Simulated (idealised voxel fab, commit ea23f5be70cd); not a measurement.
The following process module bears the name voxel wiring stack.
For reference, the cross-section in this document is cut, with width 210 nm and square cells of 5 nm.
In this document a cross-section is written as a grid of square cells. It is given as a series of bands, listed from the top down, and a band is one or more rows of cells.
In this notation a band is specified by the heights of its top and bottom, in that order and in nm, after which its materials appear from left to right, each paired with its width in nm. The word "all across" attached to a single material means that material fills the band from edge to edge; the word "air" stands for empty space.
Heights are reckoned from 0. Under this level, the received wafer is all of one material. The bottommost band is open-ended downward, for example "top 0, no bottom".
Width spec "30 to 40" -> top row of cells at first value, bottom row at second value, equal per-row change in between.
Given "everything unchanged" for a step, no cell of the cross-section differs between before and after that step.
The list in "Sealed internal cavities" covers empty spaces of 8 cells or more that cannot reach the top through any open way, and it gives each as width x height at distance; the distance is from the left edge, and width, height and distance are in nm.
Post-settings text on a step line: simulator's own remark regarding the step.
Each step line may optionally specify "overlay nm", which for a step with a mask gives the rightward distance between the mask's planned place and where it lay, a negative value indicating the leftward direction.
[Steps in the process plan]
| 1 | RECEIVE,material Si |
| 2 | CONFORMAL_DEP,material SiO2,thk nm 15 |
| 3 | CONFORMAL_DEP,material SiCN,thk nm 5 |
| 4 | DIRECTIONAL_DEP,material SiO2,thk nm 25 |
| 5 | PATTERN,tone open,mask id METAL_1,material resist,width nm 20,pitch nm 35,thk nm 20,overlay nm 0 |
| 6 | DIRECTIONAL_ETCH,etch materials SiO2,depth nm 25 |
| 7 | DIRECTIONAL_ETCH,etch materials SiCN,depth nm 5 |
| 8 | STRIP,etch materials resist |
| 9 | CONFORMAL_DEP,material TiN,thk nm 5 |
| 10 | FILL_DEP,material Cu,thk nm 5 |
| 11 | CMP,height nm 45 |
| 12 | CONFORMAL_DEP,material SiCN,thk nm 5 |
| 13 | DIRECTIONAL_DEP,material SiO2,thk nm 30 |
| 14 | DIRECTIONAL_DEP,material aC,thk nm 10 |
| 15 | PATTERN,tone open,mask id METAL_2_HOLES,material resist,width nm 15,pitch nm 35,thk nm 25,overlay nm 0 |
| 16 | DIRECTIONAL_ETCH,etch materials aC,depth nm 10 |
| 17 | STRIP,etch materials resist |
| 18 | DIRECTIONAL_ETCH,etch materials SiO2,depth nm 30 |
| 19 | STRIP,etch materials aC |
| 20 | DIRECTIONAL_DEP,material aC,thk nm 15 |
| 21 | PATTERN,tone open,mask id METAL_2,material resist,width nm 20,pitch nm 35,thk nm 30,overlay nm 0 |
| 22 | DIRECTIONAL_ETCH,etch materials aC,depth nm 15 |
| 23 | STRIP,etch materials resist |
| 24 | DIRECTIONAL_ETCH,etch materials SiO2,depth nm 20 |
| 25 | DIRECTIONAL_ETCH,etch materials SiCN,depth nm 5 |
| 26 | STRIP,etch materials aC |
| 27 | CONFORMAL_DEP,material TiN,thk nm 5 |
| 28 | FILL_DEP,material Cu,thk nm 10 |
| 29 | CMP,height nm 80 |
| 30 | CONFORMAL_DEP,material SiCN,thk nm 5 |
| 31 | DIRECTIONAL_DEP,material SiO2,thk nm 30 |
| 32 | MASKED_ETCH,tone open,mask id METAL_3_HOLES,width nm 15,pitch nm 70,etch materials SiO2,depth nm 30,overlay nm 0 |
| 33 | DIRECTIONAL_DEP,material aC,thk nm 15 |
| 34 | PATTERN,tone open,mask id METAL_3,material resist,width nm 20,pitch nm 35,thk nm 35,overlay nm 0 |
| 35 | DIRECTIONAL_ETCH,etch materials aC,depth nm 15 |
| 36 | STRIP,etch materials resist |
| 37 | DIRECTIONAL_ETCH,etch materials SiO2,depth nm 20 |
| 38 | DIRECTIONAL_ETCH,etch materials SiCN,depth nm 5 |
| 39 | STRIP,etch materials aC |
| 40 | CONFORMAL_DEP,material TiN,thk nm 5 |
| 41 | FILL_DEP,material Cu,thk nm 5 |
| 42 | CMP,height nm 115 |
| 43 | CONFORMAL_DEP,material SiCN,thk nm 5 |
[The first of the two wafers, which ran as planned]
[Cross-section, incoming material, after step 1]
> top 0, no bottom: Si all across
> Sealed internal cavities: none
[Wafer section view after processing step 2]
> top 15, bottom 0: SiO2 all across
> For the remainder of the cross-section, below 0, there is no change.
[Wafer section view after processing step 3]
> top 20, bottom 15: SiCN all across
> For the remainder of the cross-section, below 15, there is no change.
[Wafer section view after processing step 4]
> top 45, bottom 20: SiO2 all across
> For the remainder of the cross-section, below 20, there is no change.
[Wafer section view after processing step 5]
> top 65, bottom 45: 40 resist / 20 air / 15 resist / 20 air / 15 resist / 20 air / 15 resist / 20 air / 45 resist
> For the remainder of the cross-section, below 45, there is no change.
[Wafer section view after processing step 6]
> top 65, bottom 45: 40 resist / 20 air / 15 resist / 20 air / 15 resist / 20 air / 15 resist / 20 air / 45 resist
> top 45, bottom 20: 40 SiO2 / 20 air / 15 SiO2 / 20 air / 15 SiO2 / 20 air / 15 SiO2 / 20 air / 45 SiO2
> For the remainder of the cross-section, below 20, there is no change.
[Wafer section view after processing step 7]
> top 65, bottom 45: 40 resist / 20 air / 15 resist / 20 air / 15 resist / 20 air / 15 resist / 20 air / 45 resist
> top 45, bottom 20: 40 SiO2 / 20 air / 15 SiO2 / 20 air / 15 SiO2 / 20 air / 15 SiO2 / 20 air / 45 SiO2
> top 20, bottom 15: 40 SiCN / 20 air / 15 SiCN / 20 air / 15 SiCN / 20 air / 15 SiCN / 20 air / 45 SiCN
> For the remainder of the cross-section, below 15, there is no change.
[Wafer section view after processing step 8]
> top 45, bottom 20: 40 SiO2 / 20 air / 15 SiO2 / 20 air / 15 SiO2 / 20 air / 15 SiO2 / 20 air / 45 SiO2
> For the remainder of the cross-section, below 20, there is no change.
[Wafer section view after processing step 9]
> top 50, bottom 45: 45 TiN / 10 air / 25 TiN / 10 air / 25 TiN / 10 air / 25 TiN / 10 air / 50 TiN
> top 45, bottom 20: 40 SiO2 / 5 TiN / 10 air / 5 TiN / 15 SiO2 / 5 TiN / 10 air / 5 TiN / 15 SiO2 / 5 TiN / 10 air / 5 TiN / 15 SiO2 / 5 TiN / 10 air / 5 TiN / 45 SiO2
> top 20, bottom 15: 40 SiCN / 20 TiN / 15 SiCN / 20 TiN / 15 SiCN / 20 TiN / 15 SiCN / 20 TiN / 45 SiCN
> For the remainder of the cross-section, below 15, there is no change.
[Wafer section view after processing step 10]
> top 55, bottom 50: Cu all across
> top 50, bottom 45: 45 TiN / 10 Cu / 25 TiN / 10 Cu / 25 TiN / 10 Cu / 25 TiN / 10 Cu / 50 TiN
> top 45, bottom 20: 40 SiO2 / 5 TiN / 10 Cu / 5 TiN / 15 SiO2 / 5 TiN / 10 Cu / 5 TiN / 15 SiO2 / 5 TiN / 10 Cu / 5 TiN / 15 SiO2 / 5 TiN / 10 Cu / 5 TiN / 45 SiO2
> For the remainder of the cross-section, below 20, there is no change.
[Wafer section view after processing step 11]
> top 45, bottom 20: 40 SiO2 / 5 TiN / 10 Cu / 5 TiN / 15 SiO2 / 5 TiN / 10 Cu / 5 TiN / 15 SiO2 / 5 TiN / 10 Cu / 5 TiN / 15 SiO2 / 5 TiN / 10 Cu / 5 TiN / 45 SiO2
> For the remainder of the cross-section, below 20, there is no change.
[Wafer section view after processing step 12]
> top 50, bottom 45: SiCN all across
> For the remainder of the cross-section, below 45, there is no change.
[Wafer section view after processing step 13]
> top 80, bottom 50: SiO2 all across
> For the remainder of the cross-section, below 50, there is no change.
[Wafer section view after processing step 14]
> top 90, bottom 80: aC all across
> For the remainder of the cross-section, below 80, there is no change.
[Wafer section view after processing step 15]
> top 115, bottom 90: 40 resist / 15 air / 20 resist / 15 air / 20 resist / 15 air / 20 resist / 15 air / 50 resist
> For the remainder of the cross-section, below 90, there is no change.
[Wafer section view after processing step 16]
> top 105, bottom 90: 40 resist / 15 air / 20 resist / 15 air / 20 resist / 15 air / 20 resist / 15 air / 50 resist
> top 90, bottom 80: 40 aC / 15 air / 20 aC / 15 air / 20 aC / 15 air / 20 aC / 15 air / 50 aC
> For the remainder of the cross-section, below 80, there is no change.
[Wafer section view after processing step 17]
> top 90, bottom 80: 40 aC / 15 air / 20 aC / 15 air / 20 aC / 15 air / 20 aC / 15 air / 50 aC
> For the remainder of the cross-section, below 80, there is no change.
[Wafer section view after processing step 18]
> top 90, bottom 80: 40 aC / 15 air / 20 aC / 15 air / 20 aC / 15 air / 20 aC / 15 air / 50 aC
> top 80, bottom 50: 40 SiO2 / 15 air / 20 SiO2 / 15 air / 20 SiO2 / 15 air / 20 SiO2 / 15 air / 50 SiO2
> For the remainder of the cross-section, below 50, there is no change.
[Wafer section view after processing step 19]
> top 80, bottom 50: 40 SiO2 / 15 air / 20 SiO2 / 15 air / 20 SiO2 / 15 air / 20 SiO2 / 15 air / 50 SiO2
> For the remainder of the cross-section, below 50, there is no change.
[Wafer section view after processing step 20]
> top 95, bottom 80: 40 aC / 15 air / 20 aC / 15 air / 20 aC / 15 air / 20 aC / 15 air / 50 aC
> top 80, bottom 65: 40 SiO2 / 15 air / 20 SiO2 / 15 air / 20 SiO2 / 15 air / 20 SiO2 / 15 air / 50 SiO2
> top 65, bottom 50: 40 SiO2 / 15 aC / 20 SiO2 / 15 aC / 20 SiO2 / 15 aC / 20 SiO2 / 15 aC / 50 SiO2
> For the remainder of the cross-section, below 50, there is no change.
[Wafer section view after processing step 21]
> top 125, bottom 95: 40 resist / 20 air / 15 resist / 20 air / 15 resist / 20 air / 15 resist / 20 air / 45 resist
> For the remainder of the cross-section, below 95, there is no change.
[Wafer section view after processing step 22]
> top 110, bottom 95: 40 resist / 20 air / 15 resist / 20 air / 15 resist / 20 air / 15 resist / 20 air / 45 resist
> top 95, bottom 80: 40 aC / 20 air / 15 aC / 20 air / 15 aC / 20 air / 15 aC / 20 air / 45 aC
> top 80, bottom 50: 40 SiO2 / 15 air / 20 SiO2 / 15 air / 20 SiO2 / 15 air / 20 SiO2 / 15 air / 50 SiO2
> For the remainder of the cross-section, below 50, there is no change.
[Wafer section view after processing step 23]
> top 95, bottom 80: 40 aC / 20 air / 15 aC / 20 air / 15 aC / 20 air / 15 aC / 20 air / 45 aC
> For the remainder of the cross-section, below 80, there is no change.
[Wafer section view after processing step 24]
> top 95, bottom 80: 40 aC / 20 air / 15 aC / 20 air / 15 aC / 20 air / 15 aC / 20 air / 45 aC
> top 80, bottom 60: 40 SiO2 / 20 air / 15 SiO2 / 20 air / 15 SiO2 / 20 air / 15 SiO2 / 20 air / 45 SiO2
> For the remainder of the cross-section, below 60, there is no change.
[Wafer section view after processing step 25]
> top 95, bottom 80: 40 aC / 20 air / 15 aC / 20 air / 15 aC / 20 air / 15 aC / 20 air / 45 aC
> top 80, bottom 60: 40 SiO2 / 20 air / 15 SiO2 / 20 air / 15 SiO2 / 20 air / 15 SiO2 / 20 air / 45 SiO2
> top 60, bottom 50: 40 SiO2 / 15 air / 20 SiO2 / 15 air / 20 SiO2 / 15 air / 20 SiO2 / 15 air / 50 SiO2
> top 50, bottom 45: 40 SiCN / 15 air / 20 SiCN / 15 air / 20 SiCN / 15 air / 20 SiCN / 15 air / 50 SiCN
> For the remainder of the cross-section, below 45, there is no change.
[Wafer section view after processing step 26]
> top 80, bottom 60: 40 SiO2 / 20 air / 15 SiO2 / 20 air / 15 SiO2 / 20 air / 15 SiO2 / 20 air / 45 SiO2
> For the remainder of the cross-section, below 60, there is no change.
[Wafer section view after processing step 27]
> top 85, bottom 80: 45 TiN / 10 air / 25 TiN / 10 air / 25 TiN / 10 air / 25 TiN / 10 air / 50 TiN
> top 80, bottom 65: 40 SiO2 / 5 TiN / 10 air / 5 TiN / 15 SiO2 / 5 TiN / 10 air / 5 TiN / 15 SiO2 / 5 TiN / 10 air / 5 TiN / 15 SiO2 / 5 TiN / 10 air / 5 TiN / 45 SiO2
> top 65, bottom 60: 40 SiO2 / 5 TiN / 5 air / 10 TiN / 15 SiO2 / 5 TiN / 5 air / 10 TiN / 15 SiO2 / 5 TiN / 5 air / 10 TiN / 15 SiO2 / 5 TiN / 5 air / 10 TiN / 45 SiO2
> top 60, bottom 50: 40 SiO2 / 5 TiN / 5 air / 5 TiN / 20 SiO2 / 5 TiN / 5 air / 5 TiN / 20 SiO2 / 5 TiN / 5 air / 5 TiN / 20 SiO2 / 5 TiN / 5 air / 5 TiN / 50 SiO2
> top 50, bottom 45: 40 SiCN / 15 TiN / 20 SiCN / 15 TiN / 20 SiCN / 15 TiN / 20 SiCN / 15 TiN / 50 SiCN
> For the remainder of the cross-section, below 45, there is no change.
[Wafer section view after processing step 28]
> top 95, bottom 85: Cu all across
> top 85, bottom 80: 45 TiN / 10 Cu / 25 TiN / 10 Cu / 25 TiN / 10 Cu / 25 TiN / 10 Cu / 50 TiN
> top 80, bottom 65: 40 SiO2 / 5 TiN / 10 Cu / 5 TiN / 15 SiO2 / 5 TiN / 10 Cu / 5 TiN / 15 SiO2 / 5 TiN / 10 Cu / 5 TiN / 15 SiO2 / 5 TiN / 10 Cu / 5 TiN / 45 SiO2
> top 65, bottom 60: 40 SiO2 / 5 TiN / 5 Cu / 10 TiN / 15 SiO2 / 5 TiN / 5 Cu / 10 TiN / 15 SiO2 / 5 TiN / 5 Cu / 10 TiN / 15 SiO2 / 5 TiN / 5 Cu / 10 TiN / 45 SiO2
> top 60, bottom 50: 40 SiO2 / 5 TiN / 5 Cu / 5 TiN / 20 SiO2 / 5 TiN / 5 Cu / 5 TiN / 20 SiO2 / 5 TiN / 5 Cu / 5 TiN / 20 SiO2 / 5 TiN / 5 Cu / 5 TiN / 50 SiO2
> For the remainder of the cross-section, below 50, there is no change.
[Wafer section view after processing step 29]
> top 80, bottom 65: 40 SiO2 / 5 TiN / 10 Cu / 5 TiN / 15 SiO2 / 5 TiN / 10 Cu / 5 TiN / 15 SiO2 / 5 TiN / 10 Cu / 5 TiN / 15 SiO2 / 5 TiN / 10 Cu / 5 TiN / 45 SiO2
> For the remainder of the cross-section, below 65, there is no change.
[Wafer section view after processing step 30]
> top 85, bottom 80: SiCN all across
> For the remainder of the cross-section, below 80, there is no change.
[Wafer section view after processing step 31]
> top 115, bottom 85: SiO2 all across
> For the remainder of the cross-section, below 85, there is no change.
[Wafer section view after processing step 32]
> top 115, bottom 85: 40 SiO2 / 15 air / 55 SiO2 / 15 air / 85 SiO2
> For the remainder of the cross-section, below 85, there is no change.
[Wafer section view after processing step 33]
> top 130, bottom 115: 40 aC / 15 air / 55 aC / 15 air / 85 aC
> top 115, bottom 100: 40 SiO2 / 15 air / 55 SiO2 / 15 air / 85 SiO2
> top 100, bottom 85: 40 SiO2 / 15 aC / 55 SiO2 / 15 aC / 85 SiO2
> For the remainder of the cross-section, below 85, there is no change.
[Wafer section view after processing step 34]
> top 165, bottom 130: 40 resist / 20 air / 15 resist / 20 air / 15 resist / 20 air / 15 resist / 20 air / 45 resist
> For the remainder of the cross-section, below 130, there is no change.
[Wafer section view after processing step 35]
> top 150, bottom 130: 40 resist / 20 air / 15 resist / 20 air / 15 resist / 20 air / 15 resist / 20 air / 45 resist
> top 130, bottom 115: 40 aC / 20 air / 15 aC / 20 air / 15 aC / 20 air / 15 aC / 20 air / 45 aC
> top 115, bottom 85: 40 SiO2 / 15 air / 55 SiO2 / 15 air / 85 SiO2
> For the remainder of the cross-section, below 85, there is no change.
[Wafer section view after processing step 36]
> top 130, bottom 115: 40 aC / 20 air / 15 aC / 20 air / 15 aC / 20 air / 15 aC / 20 air / 45 aC
> For the remainder of the cross-section, below 115, there is no change.
[Wafer section view after processing step 37]
> top 130, bottom 115: 40 aC / 20 air / 15 aC / 20 air / 15 aC / 20 air / 15 aC / 20 air / 45 aC
> top 115, bottom 95: 40 SiO2 / 20 air / 15 SiO2 / 20 air / 15 SiO2 / 20 air / 15 SiO2 / 20 air / 45 SiO2
> For the remainder of the cross-section, below 95, there is no change.
[Wafer section view after processing step 38]
> top 130, bottom 115: 40 aC / 20 air / 15 aC / 20 air / 15 aC / 20 air / 15 aC / 20 air / 45 aC
> top 115, bottom 95: 40 SiO2 / 20 air / 15 SiO2 / 20 air / 15 SiO2 / 20 air / 15 SiO2 / 20 air / 45 SiO2
> top 95, bottom 85: 40 SiO2 / 15 air / 55 SiO2 / 15 air / 85 SiO2
> top 85, bottom 80: 40 SiCN / 15 air / 55 SiCN / 15 air / 85 SiCN
> For the remainder of the cross-section, below 80, there is no change.
[Wafer section view after processing step 39]
> top 115, bottom 95: 40 SiO2 / 20 air / 15 SiO2 / 20 air / 15 SiO2 / 20 air / 15 SiO2 / 20 air / 45 SiO2
> For the remainder of the cross-section, below 95, there is no change.
[Wafer section view after processing step 40]
> top 120, bottom 115: 45 TiN / 10 air / 25 TiN / 10 air / 25 TiN / 10 air / 25 TiN / 10 air / 50 TiN
> top 115, bottom 100: 40 SiO2 / 5 TiN / 10 air / 5 TiN / 15 SiO2 / 5 TiN / 10 air / 5 TiN / 15 SiO2 / 5 TiN / 10 air / 5 TiN / 15 SiO2 / 5 TiN / 10 air / 5 TiN / 45 SiO2
> top 100, bottom 95: 40 SiO2 / 5 TiN / 5 air / 10 TiN / 15 SiO2 / 20 TiN / 15 SiO2 / 5 TiN / 5 air / 10 TiN / 15 SiO2 / 20 TiN / 45 SiO2
> top 95, bottom 85: 40 SiO2 / 5 TiN / 5 air / 5 TiN / 55 SiO2 / 5 TiN / 5 air / 5 TiN / 85 SiO2
> top 85, bottom 80: 40 SiCN / 15 TiN / 55 SiCN / 15 TiN / 85 SiCN
> For the remainder of the cross-section, below 80, there is no change.
[Wafer section view after processing step 41]
> top 125, bottom 120: Cu all across
> top 120, bottom 115: 45 TiN / 10 Cu / 25 TiN / 10 Cu / 25 TiN / 10 Cu / 25 TiN / 10 Cu / 50 TiN
> top 115, bottom 100: 40 SiO2 / 5 TiN / 10 Cu / 5 TiN / 15 SiO2 / 5 TiN / 10 Cu / 5 TiN / 15 SiO2 / 5 TiN / 10 Cu / 5 TiN / 15 SiO2 / 5 TiN / 10 Cu / 5 TiN / 45 SiO2
> top 100, bottom 95: 40 SiO2 / 5 TiN / 5 Cu / 10 TiN / 15 SiO2 / 20 TiN / 15 SiO2 / 5 TiN / 5 Cu / 10 TiN / 15 SiO2 / 20 TiN / 45 SiO2
> top 95, bottom 85: 40 SiO2 / 5 TiN / 5 Cu / 5 TiN / 55 SiO2 / 5 TiN / 5 Cu / 5 TiN / 85 SiO2
> For the remainder of the cross-section, below 85, there is no change.
[Wafer section view after processing step 42]
> top 115, bottom 100: 40 SiO2 / 5 TiN / 10 Cu / 5 TiN / 15 SiO2 / 5 TiN / 10 Cu / 5 TiN / 15 SiO2 / 5 TiN / 10 Cu / 5 TiN / 15 SiO2 / 5 TiN / 10 Cu / 5 TiN / 45 SiO2
> For the remainder of the cross-section, below 100, there is no change.
[Wafer section view after processing step 43]
> top 120, bottom 115: SiCN all across
> For the remainder of the cross-section, below 115, there is no change.
[Now the other wafer: same start, same recipe, but we messed up one thing when running it. Up to and including step 30 it's the same as the first one]
[Cross-section of the second wafer at the time by which step 31 should have been completed according to the plan]
> top 105, bottom 85: SiO2 all across
> For the remainder of the cross-section, below 85, there is no change.
[Cross-section of the second wafer at the time by which step 32 should have been completed according to the plan]
> top 105, bottom 85: 40 SiO2 / 15 air / 55 SiO2 / 15 air / 85 SiO2
> For the remainder of the cross-section, below 85, there is no change.
[Cross-section of the second wafer at the time by which step 33 should have been completed according to the plan]
> top 120, bottom 105: 40 aC / 15 air / 55 aC / 15 air / 85 aC
> top 105, bottom 100: 40 SiO2 / 15 air / 55 SiO2 / 15 air / 85 SiO2
> top 100, bottom 85: 40 SiO2 / 15 aC / 55 SiO2 / 15 aC / 85 SiO2
> For the remainder of the cross-section, below 85, there is no change.
[Cross-section of the second wafer at the time by which step 34 should have been completed according to the plan]
> top 155, bottom 120: 40 resist / 20 air / 15 resist / 20 air / 15 resist / 20 air / 15 resist / 20 air / 45 resist
> For the remainder of the cross-section, below 120, there is no change.
[Cross-section of the second wafer at the time by which step 35 should have been completed according to the plan]
> top 140, bottom 120: 40 resist / 20 air / 15 resist / 20 air / 15 resist / 20 air / 15 resist / 20 air / 45 resist
> top 120, bottom 105: 40 aC / 20 air / 15 aC / 20 air / 15 aC / 20 air / 15 aC / 20 air / 45 aC
> top 105, bottom 85: 40 SiO2 / 15 air / 55 SiO2 / 15 air / 85 SiO2
> For the remainder of the cross-section, below 85, there is no change.
[Cross-section of the second wafer at the time by which step 36 should have been completed according to the plan]
> top 120, bottom 105: 40 aC / 20 air / 15 aC / 20 air / 15 aC / 20 air / 15 aC / 20 air / 45 aC
> For the remainder of the cross-section, below 105, there is no change.
[Cross-section of the second wafer at the time by which step 37 should have been completed according to the plan]
> top 120, bottom 105: 40 aC / 20 air / 15 aC / 20 air / 15 aC / 20 air / 15 aC / 20 air / 45 aC
> top 105, bottom 85: 40 SiO2 / 20 air / 15 SiO2 / 20 air / 15 SiO2 / 20 air / 15 SiO2 / 20 air / 45 SiO2
> For the remainder of the cross-section, below 85, there is no change.
[Cross-section of the second wafer at the time by which step 38 should have been completed according to the plan]
> top 120, bottom 105: 40 aC / 20 air / 15 aC / 20 air / 15 aC / 20 air / 15 aC / 20 air / 45 aC
> top 105, bottom 85: 40 SiO2 / 20 air / 15 SiO2 / 20 air / 15 SiO2 / 20 air / 15 SiO2 / 20 air / 45 SiO2
> top 85, bottom 80: 40 SiCN / 20 air / 15 SiCN / 20 air / 15 SiCN / 20 air / 15 SiCN / 20 air / 45 SiCN
> For the remainder of the cross-section, below 80, there is no change.
[Cross-section of the second wafer at the time by which step 39 should have been completed according to the plan]
> top 105, bottom 85: 40 SiO2 / 20 air / 15 SiO2 / 20 air / 15 SiO2 / 20 air / 15 SiO2 / 20 air / 45 SiO2
> For the remainder of the cross-section, below 85, there is no change.
[Cross-section of the second wafer at the time by which step 40 should have been completed according to the plan]
> top 110, bottom 105: 45 TiN / 10 air / 25 TiN / 10 air / 25 TiN / 10 air / 25 TiN / 10 air / 50 TiN
> top 105, bottom 85: 40 SiO2 / 5 TiN / 10 air / 5 TiN / 15 SiO2 / 5 TiN / 10 air / 5 TiN / 15 SiO2 / 5 TiN / 10 air / 5 TiN / 15 SiO2 / 5 TiN / 10 air / 5 TiN / 45 SiO2
> top 85, bottom 80: 40 SiCN / 20 TiN / 15 SiCN / 20 TiN / 15 SiCN / 20 TiN / 15 SiCN / 20 TiN / 45 SiCN
> For the remainder of the cross-section, below 80, there is no change.
[Cross-section of the second wafer at the time by which step 41 should have been completed according to the plan]
> top 115, bottom 110: Cu all across
> top 110, bottom 105: 45 TiN / 10 Cu / 25 TiN / 10 Cu / 25 TiN / 10 Cu / 25 TiN / 10 Cu / 50 TiN
> top 105, bottom 85: 40 SiO2 / 5 TiN / 10 Cu / 5 TiN / 15 SiO2 / 5 TiN / 10 Cu / 5 TiN / 15 SiO2 / 5 TiN / 10 Cu / 5 TiN / 15 SiO2 / 5 TiN / 10 Cu / 5 TiN / 45 SiO2
> For the remainder of the cross-section, below 85, there is no change.
Cross-section of the second wafer at the time by which step 42 should have been completed according to the plan: everything unchanged
[Cross-section of the second wafer at the time by which step 43 should have been completed according to the plan]
> top 120, bottom 115: SiCN all across
> For the remainder of the cross-section, below 115, there is no change.
Error vs. plan: it should be noted that step 31 was executed with settings other than those planned, the operation and settings actually applied being DIRECTIONAL_DEP,material SiO2,thk nm 20
The second wafer ends with more or fewer cells of some materials than the first, per final count: +52 Cu; -10 SiCN; -72 SiO2; +30 TiN
